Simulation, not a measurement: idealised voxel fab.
process module | voxel self aligned contacts
cross-section cut | 300 nm wide | cells 5 nm
A cross-section is a grid of square cells, given in bands from the top down. A band is one or more rows of cells.
Each band's line starts with the height of the band's top and of its bottom, in nm. Then come its materials from left to right, each with its width in nm. One material with "throughout" fills the band from edge to edge. "air" is empty space.
Height 0 is the level under which the wafer as received is all one material. The lowest band goes on downwards, as in "0 down".
A width such as "30 to 40" changes by the same amount from each row of cells to the next, from the band's top row to its bottom row.
"no change" after a step means that no cell of the cross-section changed.
closed voids: empty space of 8 cells or more with no open way to the top, each as width x height at its distance from the left edge, in nm
after a step's settings: what the simulator itself notes on the step
overlay nm, on a step with a mask: how far to the right of its planned place the mask lay; to the left if negative
plan
1 op RECEIVE | material Si
2 op OXIDIZE | depth nm 5
3 op DIRECTIONAL_DEP | material polySi | thk nm 25
4 op DIRECTIONAL_DEP | material SiN | thk nm 25
5 op DIRECTIONAL_DEP | material aC | thk nm 10
6 op PATTERN | tone cover | mask id GATE | material resist | width nm 35 | pitch nm 80 | thk nm 25 | overlay nm 0
7 op DIRECTIONAL_ETCH | etch materials aC | depth nm 10
8 op STRIP | etch materials resist
9 op DIRECTIONAL_ETCH | etch materials SiN | depth nm 25
10 op DIRECTIONAL_ETCH | etch materials polySi | depth nm 15
11 op STRIP | etch materials aC
12 op CONFORMAL_DEP | material SiN | thk nm 10
13 op DIRECTIONAL_ETCH | etch materials SiN | depth nm 10
14 op FILL_DEP | material SiO2 | thk nm 15
15 op CMP | height nm 60
16 op DIRECTIONAL_DEP | material aC | thk nm 10
17 op PATTERN | tone open | mask id CONTACT | material resist | width nm 65 | pitch nm 80 | thk nm 25 | overlay nm 0
18 op DIRECTIONAL_ETCH | etch materials aC | depth nm 10
19 op STRIP | etch materials resist
20 op DIRECTIONAL_ETCH | etch materials SiO2 | depth nm 65
21 op STRIP | etch materials aC
22 op CONFORMAL_DEP | material TiN | thk nm 5
23 op FILL_DEP | material Ru | thk nm 10
24 op CMP | height nm 60
25 op CONFORMAL_DEP | material SiN | thk nm 5
varied across the wafers: depth nm of step 10. The plan shows the first wafer's value. All wafers start alike
first wafer as received, after step 1
  0 down: Si throughout
  closed voids: none
first wafer at the end, after step 25
  65 to 60: SiN throughout
  60 to 50: SiO2 75 | TiN 5 to 25 | Ru 55 to 15 | TiN 5 to 25 | SiO2 15 | TiN 5 to 25 | Ru 55 to 15 | TiN 5 to 25 | SiO2 80
  50 to 25: SiO2 40 | SiN 55 | TiN 5 | Ru 15 | TiN 5 | SiN 55 | TiN 5 | Ru 15 | TiN 5 | SiN 55 | SiO2 45
  25 to 15: SiO2 40 | SiN 10 | polySi 35 | SiN 10 | TiN 5 | Ru 15 | TiN 5 | SiN 10 | polySi 35 | SiN 10 | TiN 5 | Ru 15 | TiN 5 | SiN 10 | polySi 35 | SiN 10 | SiO2 45
  15 to 10: SiO2 40 | SiN 10 | polySi 35 | SiN 10 | TiN 25 | SiN 10 | polySi 35 | SiN 10 | TiN 25 | SiN 10 | polySi 35 | SiN 10 | SiO2 45
  10 to 0: polySi throughout
  0 to -5: SiO2 throughout
  -5 down: Si throughout
  closed voids: none
last wafer at the end
  65 to 60: SiN throughout
  60 to 50: SiO2 75 | TiN 5 to 25 | Ru 55 to 15 | TiN 5 to 25 | SiO2 15 | TiN 5 to 25 | Ru 55 to 15 | TiN 5 to 25 | SiO2 80
  50 to 25: SiO2 40 | SiN 55 | TiN 5 | Ru 15 | TiN 5 | SiN 55 | TiN 5 | Ru 15 | TiN 5 | SiN 55 | SiO2 45
  25 to 0: SiO2 40 | SiN 10 | polySi 35 | SiN 10 | TiN 5 | Ru 15 | TiN 5 | SiN 10 | polySi 35 | SiN 10 | TiN 5 | Ru 15 | TiN 5 | SiN 10 | polySi 35 | SiN 10 | SiO2 45
  0 to -5: SiO2 95 | TiN 25 | SiO2 55 | TiN 25 | SiO2 100
  -5 down: Si throughout
  closed voids: none
each wafer at the end: cells of each material gained (+) or lost (-) since it was received, then its closed voids
depth nm 15 | +70 Ru | -60 Si | +261 SiN | +264 SiO2 | +62 TiN | +183 polySi | closed voids: none
depth nm 20 | +76 Ru | -60 Si | +273 SiN | +281 SiO2 | +66 TiN | +144 polySi | closed voids: none
depth nm 25 | +88 Ru | -60 Si | +285 SiN | +288 SiO2 | +74 TiN | +105 polySi | closed voids: none
depth nm 30 | +88 Ru | -60 Si | +285 SiN | +288 SiO2 | +74 TiN | +105 polySi | closed voids: none
depth nm 35 | +88 Ru | -60 Si | +285 SiN | +288 SiO2 | +74 TiN | +105 polySi | closed voids: none
depth nm 40 | +88 Ru | -60 Si | +285 SiN | +288 SiO2 | +74 TiN | +105 polySi | closed voids: none
